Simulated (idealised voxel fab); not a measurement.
process module | voxel self aligned contacts
cross-section cut | 245 nm wide | cells 5 nm
A cross-section is a grid of square cells, given in bands from the top down. A band is one or more rows of cells.
Each band's line starts with the height of the band's top and of its bottom, in nm. Then come its materials from left to right, each with its width in nm. One material with "throughout" fills the band from edge to edge. "air" is empty space.
Height 0 is the level under which the wafer as received is all one material. The lowest band goes on downwards, as in "0 down".
A width such as "30 to 40" changes by the same amount from each row of cells to the next, from the band's top row to its bottom row.
"no change" after a step means that no cell of the cross-section changed.
closed voids: empty space of 8 cells or more with no open way to the top, each as width x height at its distance from the left edge, in nm
after a step's settings: what the simulator itself notes on the step
overlay nm, on a step with a mask: how far to the right of its planned place the mask lay; to the left if negative
plan
1 op RECEIVE | material Si
2 op CONFORMAL_DEP | material SiO2 | thk nm 5
3 op DIRECTIONAL_DEP | material polySi | thk nm 30
4 op DIRECTIONAL_DEP | material SiN | thk nm 20
5 op PATTERN | tone cover | mask id GATE | material resist | width nm 30 | pitch nm 70 | thk nm 20 | overlay nm 0
6 op DIRECTIONAL_ETCH | etch materials SiN | depth nm 20
7 op DIRECTIONAL_ETCH | etch materials polySi | depth nm 30
8 op STRIP | etch materials resist
9 op CONFORMAL_DEP | material SiN | thk nm 10
10 op DIRECTIONAL_ETCH | etch materials SiN | depth nm 10
11 op FILL_DEP | material SiO2 | thk nm 10
12 op CMP | height nm 60
13 op PATTERN | tone open | mask id CONTACT | material resist | width nm 50 | pitch nm 70 | thk nm 20 | overlay nm 0
14 op DIRECTIONAL_ETCH | etch materials SiO2 | depth nm 60
15 op STRIP | etch materials resist
16 op CONFORMAL_DEP | material TiN | thk nm 5
17 op FILL_DEP | material Ru | thk nm 5
18 op CMP | height nm 60
19 op CONFORMAL_DEP | material SiCN | thk nm 5
as received, after step 1
  0 down: Si throughout
  closed voids: none
first wafer at the end, as planned
  65 to 60: SiCN throughout
  60 to 55: SiO2 60 | TiN 20 | Ru 10 | TiN 20 | SiO2 20 | TiN 20 | Ru 10 | TiN 20 | SiO2 65
  55 to 35: SiO2 25 | SiN 50 | TiN 5 | Ru 10 | TiN 5 | SiN 50 | TiN 5 | Ru 10 | TiN 5 | SiN 50 | SiO2 30
  35 to 5: SiO2 25 | SiN 10 | polySi 30 | SiN 10 | TiN 5 | Ru 10 | TiN 5 | SiN 10 | polySi 30 | SiN 10 | TiN 5 | Ru 10 | TiN 5 | SiN 10 | polySi 30 | SiN 10 | SiO2 30
  5 to 0: SiO2 75 | TiN 20 | SiO2 50 | TiN 20 | SiO2 80
  0 down: Si throughout
  closed voids: none
second wafer at the end: like start, like plan, one mistake
  65 to 60: SiCN throughout
  60 to 55: SiO2 60 | TiN 30 | Ru 10 | TiN 10 | SiO2 20 | TiN 30 | Ru 10 | TiN 10 | SiO2 65
  55 to 35: SiO2 35 | SiN 50 | TiN 5 | Ru 10 | TiN 5 | SiN 50 | TiN 5 | Ru 10 | TiN 5 | SiN 50 | SiO2 20
  35 to 5: SiO2 35 | SiN 10 | polySi 30 | SiN 10 | TiN 5 | Ru 10 | TiN 5 | SiN 10 | polySi 30 | SiN 10 | TiN 5 | Ru 10 | TiN 5 | SiN 10 | polySi 30 | SiN 10 | SiO2 20
  5 to 0: SiO2 85 | TiN 20 | SiO2 50 | TiN 20 | SiO2 70
  0 down: Si throughout
  closed voids: none
what went wrong: step 5 ran as: op PATTERN | tone cover | mask id GATE | material resist | width nm 30 | pitch nm 70 | thk nm 20 | overlay nm 10
at the end the second wafer has, in cells: as many of each material as the first, in other places
